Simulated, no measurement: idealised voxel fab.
process module | voxel transistor to metal
cross-section cut | 290 nm wide | cells 5 nm
A cross-section is a grid of square cells, given in bands from the top down. A band is one or more rows of cells.
Each band's line starts with the height of the band's top and of its bottom, in nm. Then come its materials from left to right, each with its width in nm. One material with "throughout" fills the band from edge to edge. "air" is empty space.
Height 0 is the level under which the wafer as received is all one material. The lowest band goes on downwards, as in "0 down".
A width such as "30 to 40" changes by the same amount from each row of cells to the next, from the band's top row to its bottom row.
"no change" after a step means that no cell of the cross-section changed.
closed voids: empty space of 8 cells or more with no open way to the top, each as width x height at its distance from the left edge, in nm
after a step's settings: what the simulator itself notes on the step
overlay nm, on a step with a mask: how far to the right of its planned place the mask lay; to the left if negative
plan
1 op RECEIVE | material Si
2 op CONFORMAL_DEP | material SiO2 | thk nm 5
3 op CONFORMAL_DEP | material SiN | thk nm 15
4 op PATTERN | tone cover | mask id ACTIVE | material resist | width nm 105 | pitch nm 125 | thk nm 15 | overlay nm 0
5 op DIRECTIONAL_ETCH | etch materials SiN | depth nm 15
6 op DIRECTIONAL_ETCH | etch materials SiO2 | depth nm 5
7 op DIRECTIONAL_ETCH | etch materials Si | depth nm 25
8 op STRIP | etch materials resist
9 op FILL_DEP | material SiO2 | thk nm 15
10 op CMP | height nm 20
11 op SELECTIVE_ETCH | etch materials SiO2 | depth nm 5
12 op STRIP | etch materials SiN
13 op SELECTIVE_ETCH | etch materials SiO2 | depth nm 5
14 op OXIDIZE | depth nm 5
15 op DIRECTIONAL_DEP | material polySi | thk nm 30
16 op DIRECTIONAL_DEP | material SiCN | thk nm 15
17 op PATTERN | tone cover | mask id GATE | material resist | width nm 35 | pitch nm 125 | thk nm 15 | overlay nm 0
18 op DIRECTIONAL_ETCH | etch materials SiCN | depth nm 25
19 op DIRECTIONAL_ETCH | etch materials polySi | depth nm 40
20 op STRIP | etch materials resist
21 op CONFORMAL_DEP | material SiN | thk nm 5
22 op DIRECTIONAL_ETCH | etch materials SiN | depth nm 5
23 op DIRECTIONAL_ETCH | etch materials SiO2 | depth nm 5
24 op EPI | material pSi | thk nm 5
25 op FILL_DEP | material SiO2 | thk nm 10
26 op CMP | height nm 30
27 op STRIP | etch materials polySi
28 op SELECTIVE_ETCH | etch materials SiO2 | depth nm 5
29 op CONFORMAL_DEP | material HfO2 | thk nm 5
30 op CONFORMAL_DEP | material TiN | thk nm 5
31 op FILL_DEP | material W | thk nm 5
32 op CMP | height nm 25
33 op DIRECTIONAL_DEP | material SiO2 | thk nm 15
34 op MASKED_ETCH | tone open | mask id CONTACT | width nm 15 | etch materials SiO2 | depth nm 40 | overlay nm 0
35 op CONFORMAL_DEP | material TiN | thk nm 5
36 op FILL_DEP | material Ru | thk nm 5
37 op CMP | height nm 40
38 op CONFORMAL_DEP | material SiCN | thk nm 5
39 op DIRECTIONAL_DEP | material SiO2 | thk nm 25
40 op PATTERN | tone open | mask id METAL_1 | material resist | width nm 15 | thk nm 20 | overlay nm 0
41 op DIRECTIONAL_ETCH | etch materials SiO2 | depth nm 25
42 op DIRECTIONAL_ETCH | etch materials SiCN | depth nm 5
43 op STRIP | etch materials resist
44 op CONFORMAL_DEP | material TiN | thk nm 5
45 op FILL_DEP | material Ru | thk nm 10
46 op CMP | height nm 70
47 op CONFORMAL_DEP | material SiCN | thk nm 5
varied across the wafers: width nm of step 34. The plan shows the first wafer's value. All wafers start alike
first wafer as received, after step 1
  0 down: Si throughout
  closed voids: none
each wafer at the end: cells of each material gained (+) or lost (-) since it was received, then its closed voids
width nm 15 | +38 HfO2 | +48 Ru | -122 Si | +104 SiCN | +28 SiN | +580 SiO2 | +146 TiN | +24 W | +24 pSi | closed voids: none
width nm 20 | +38 HfO2 | +76 Ru | -122 Si | +104 SiCN | +28 SiN | +548 SiO2 | +150 TiN | +24 W | +24 pSi | closed voids: none
width nm 25 | +38 HfO2 | +104 Ru | -122 Si | +104 SiCN | +28 SiN | +516 SiO2 | +154 TiN | +24 W | +24 pSi | closed voids: none
width nm 30 | +38 HfO2 | +128 Ru | -122 Si | +104 SiCN | +28 SiN | +488 SiO2 | +158 TiN | +24 W | +24 pSi | closed voids: none
